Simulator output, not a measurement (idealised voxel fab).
process module | voxel transistor to metal
cross-section cut | 190 nm wide | cells 5 nm
A cross-section is a grid of square cells, given in bands from the top down. A band is one or more rows of cells.
Each band's line starts with the height of the band's top and of its bottom, in nm. Then come its materials from left to right, each with its width in nm. One material with "throughout" fills the band from edge to edge. "air" is empty space.
Height 0 is the level under which the wafer as received is all one material. The lowest band goes on downwards, as in "0 down".
A width such as "30 to 40" changes by the same amount from each row of cells to the next, from the band's top row to its bottom row.
"no change" after a step means that no cell of the cross-section changed.
closed voids: empty space of 8 cells or more with no open way to the top, each as width x height at its distance from the left edge, in nm
after a step's settings: what the simulator itself notes on the step
overlay nm, on a step with a mask: how far to the right of its planned place the mask lay; to the left if negative
plan
1 op RECEIVE | material Si
2 op CONFORMAL_DEP | material SiO2 | thk nm 5
3 op CONFORMAL_DEP | material SiN | thk nm 10
4 op DIRECTIONAL_DEP | material aC | thk nm 10
5 op PATTERN | tone cover | mask id ACTIVE | material resist | width nm 85 | thk nm 30 | overlay nm 0
6 op DIRECTIONAL_ETCH | etch materials aC | depth nm 10
7 op STRIP | etch materials resist
8 op DIRECTIONAL_ETCH | etch materials SiN | depth nm 10
9 op DIRECTIONAL_ETCH | etch materials SiO2 | depth nm 5
10 op DIRECTIONAL_ETCH | etch materials Si | depth nm 30
11 op STRIP | etch materials aC
12 op FILL_DEP | material SiO2 | thk nm 10
13 op CMP | height nm 15
14 op SELECTIVE_ETCH | etch materials SiO2 | depth nm 5
15 op STRIP | etch materials SiN
16 op SELECTIVE_ETCH | etch materials SiO2 | depth nm 5
17 op OXIDIZE | depth nm 5
18 op DIRECTIONAL_DEP | material polySi | thk nm 25
19 op DIRECTIONAL_DEP | material SiCN | thk nm 15
20 op MASKED_ETCH | tone cover | mask id GATE | width nm 15 | etch materials SiCN | depth nm 25 | overlay nm 0
21 op MASKED_ETCH | tone cover | mask id GATE | width nm 15 | etch materials polySi | depth nm 35 | overlay nm 0
22 op CONFORMAL_DEP | material SiN | thk nm 5
23 op DIRECTIONAL_ETCH | etch materials SiN | depth nm 5
24 op DIRECTIONAL_ETCH | etch materials SiO2 | depth nm 5
25 op EPI | material nSi | thk nm 5
26 op FILL_DEP | material SiO2 | thk nm 10
27 op CMP | height nm 40
28 op DIRECTIONAL_DEP | material SiO2 | thk nm 10
29 op DIRECTIONAL_DEP | material aC | thk nm 10
30 op PATTERN | tone open | mask id CONTACT | material resist | width nm 25 | pitch nm 50 | thk nm 30 | overlay nm 0
31 op DIRECTIONAL_ETCH | etch materials aC | depth nm 10
32 op STRIP | etch materials resist
33 op DIRECTIONAL_ETCH | etch materials SiO2 | depth nm 50
34 op STRIP | etch materials aC
35 op CONFORMAL_DEP | material TiN | thk nm 5
36 op FILL_DEP | material W | thk nm 5
37 op CMP | height nm 50
38 op CONFORMAL_DEP | material SiN | thk nm 5
39 op DIRECTIONAL_DEP | material lowk | thk nm 25
40 op PATTERN | tone open | mask id METAL_1 | material resist | width nm 15 | pitch nm 60 | thk nm 20 | overlay nm 0
41 op DIRECTIONAL_ETCH | etch materials lowk | depth nm 25
42 op DIRECTIONAL_ETCH | etch materials SiN | depth nm 5
43 op STRIP | etch materials resist
44 op CONFORMAL_DEP | material TiN | thk nm 5
45 op FILL_DEP | material Ru | thk nm 5
46 op CMP | height nm 80
47 op CONFORMAL_DEP | material SiCN | thk nm 5
varied across the wafers: width nm of step 20. The plan shows the first wafer's value. All wafers start alike
first wafer as received, after step 1
  0 down: Si throughout
  closed voids: none
each wafer at the end: cells of each material gained (+) or lost (-) since it was received, then its closed voids
width nm 15 | +10 Ru | -143 Si | +47 SiCN | +50 SiN | +369 SiO2 | +72 TiN | +54 W | +160 lowk | +12 nSi | +15 polySi | closed voids: none
width nm 20 | +10 Ru | -143 Si | +50 SiCN | +50 SiN | +370 SiO2 | +72 TiN | +46 W | +160 lowk | +11 nSi | +20 polySi | closed voids: none
width nm 25 | +10 Ru | -143 Si | +53 SiCN | +50 SiN | +371 SiO2 | +72 TiN | +38 W | +160 lowk | +10 nSi | +25 polySi | closed voids: none
width nm 30 | +10 Ru | -143 Si | +56 SiCN | +50 SiN | +372 SiO2 | +72 TiN | +30 W | +160 lowk | +9 nSi | +30 polySi | closed voids: none
